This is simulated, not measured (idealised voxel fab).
process module | voxel fin reveal
cross-section cut | 270 nm wide | cells 5 nm
A cross-section is a grid of square cells, given in bands from the top down. A band is one or more rows of cells.
Each band's line starts with the height of the band's top and of its bottom, in nm. Then come its materials from left to right, each with its width in nm. One material with "throughout" fills the band from edge to edge. "air" is empty space.
Height 0 is the level under which the wafer as received is all one material. The lowest band goes on downwards, as in "0 down".
A width such as "30 to 40" changes by the same amount from each row of cells to the next, from the band's top row to its bottom row.
"no change" after a step means that no cell of the cross-section changed.
closed voids: empty space of 8 cells or more with no open way to the top, each as width x height at its distance from the left edge, in nm
after a step's settings: what the simulator itself notes on the step
overlay nm, on a step with a mask: how far to the right of its planned place the mask lay; to the left if negative
plan
1 op RECEIVE | material Si
2 op CONFORMAL_DEP | material SiN | thk nm 10
3 op MASKED_ETCH | tone cover | mask id FINS | width nm 15 | pitch nm 40 | etch materials SiN | depth nm 10 | overlay nm 0
4 op MASKED_ETCH | tone cover | mask id FINS | width nm 15 | pitch nm 40 | etch materials Si | depth nm 30 | overlay nm 0
5 op OXIDIZE | depth nm 5
6 op FILL_DEP | material SiO2 | thk nm 5
7 op CMP | height nm 10
8 op SELECTIVE_ETCH | etch materials SiO2 | depth nm 30
9 op STRIP | etch materials SiN
10 op CONFORMAL_DEP | material HfO2 | thk nm 5
first wafer, as planned
as received, after step 1
  0 down: Si throughout
  closed voids: none
after step 2
  10 to 0: SiN throughout
  below 0: unchanged
after step 3
  10 to 0: air 105 | SiN 15 | air 25 | SiN 15 | air 110
  below 0: unchanged
after step 4
  10 to 0: air 105 | SiN 15 | air 25 | SiN 15 | air 110
  0 to -30: air 105 | Si 15 | air 25 | Si 15 | air 110
  below -30: unchanged
after step 5
  10 to 0: air 105 | SiN 15 | air 25 | SiN 15 | air 110
  0 to -30: air 105 | SiO2 5 | Si 5 | SiO2 5 | air 25 | SiO2 5 | Si 5 | SiO2 5 | air 110
  -30 to -35: SiO2 110 | Si 5 | SiO2 35 | Si 5 | SiO2 115
  below -35: unchanged
after step 6
  15 to 10: SiO2 throughout
  10 to 0: SiO2 105 | SiN 15 | SiO2 25 | SiN 15 | SiO2 110
  0 to -35: SiO2 110 | Si 5 | SiO2 35 | Si 5 | SiO2 115
  below -35: unchanged
after step 7
  10 to 0: SiO2 105 | SiN 15 | SiO2 25 | SiN 15 | SiO2 110
  below 0: unchanged
after step 8
  10 to 0: air 105 | SiN 15 | air 25 | SiN 15 | air 110
  0 to -20: air 110 | Si 5 | air 35 | Si 5 | air 115
  below -20: unchanged
after step 9
  0 to -20: air 110 | Si 5 | air 35 | Si 5 | air 115
  below -20: unchanged
after step 10
  5 to 0: air 105 | HfO2 15 | air 25 | HfO2 15 | air 110
  0 to -15: air 105 | HfO2 5 | Si 5 | HfO2 5 | air 25 | HfO2 5 | Si 5 | HfO2 5 | air 110
  -15 to -20: HfO2 110 | Si 5 | HfO2 35 | Si 5 | HfO2 115
  below -20: unchanged
second wafer: like start, like plan, one mistake. Through step 2 it matches the first wafer
when step 3 should have ended
  10 to 0: SiN 105 | air 15 | SiN 25 | air 15 | SiN 110
  below 0: unchanged
when step 4 should have ended: no change
when step 5 should have ended
  10 to 0: SiN 105 | air 15 | SiN 25 | air 15 | SiN 110
  0 to -5: Si 100 | SiO2 25 | Si 15 | SiO2 25 | Si 105
  below -5: unchanged
when step 6 should have ended
  15 to 10: SiO2 throughout
  10 to 0: SiN 105 | SiO2 15 | SiN 25 | SiO2 15 | SiN 110
  below 0: unchanged
when step 7 should have ended
  10 to 0: SiN 105 | SiO2 15 | SiN 25 | SiO2 15 | SiN 110
  below 0: unchanged
when step 8 should have ended
  10 to 0: SiN 105 | air 15 | SiN 25 | air 15 | SiN 110
  0 to -5: Si 100 | air 25 | Si 15 | air 25 | Si 105
  below -5: unchanged
when step 9 should have ended
  0 to -5: Si 100 | air 25 | Si 15 | air 25 | Si 105
  below -5: unchanged
when step 10 should have ended
  5 to 0: HfO2 105 | air 15 | HfO2 25 | air 15 | HfO2 110
  0 to -5: Si 100 | HfO2 25 | Si 15 | HfO2 25 | Si 105
  below -5: unchanged
what went wrong: step 3 ran as: op MASKED_ETCH | tone open | mask id FINS | width nm 15 | pitch nm 40 | etch materials SiN | depth nm 10 | overlay nm 0
at the end the second wafer has, in cells: 12 fewer of HfO2 | 354 more of Si | 156 fewer of SiO2
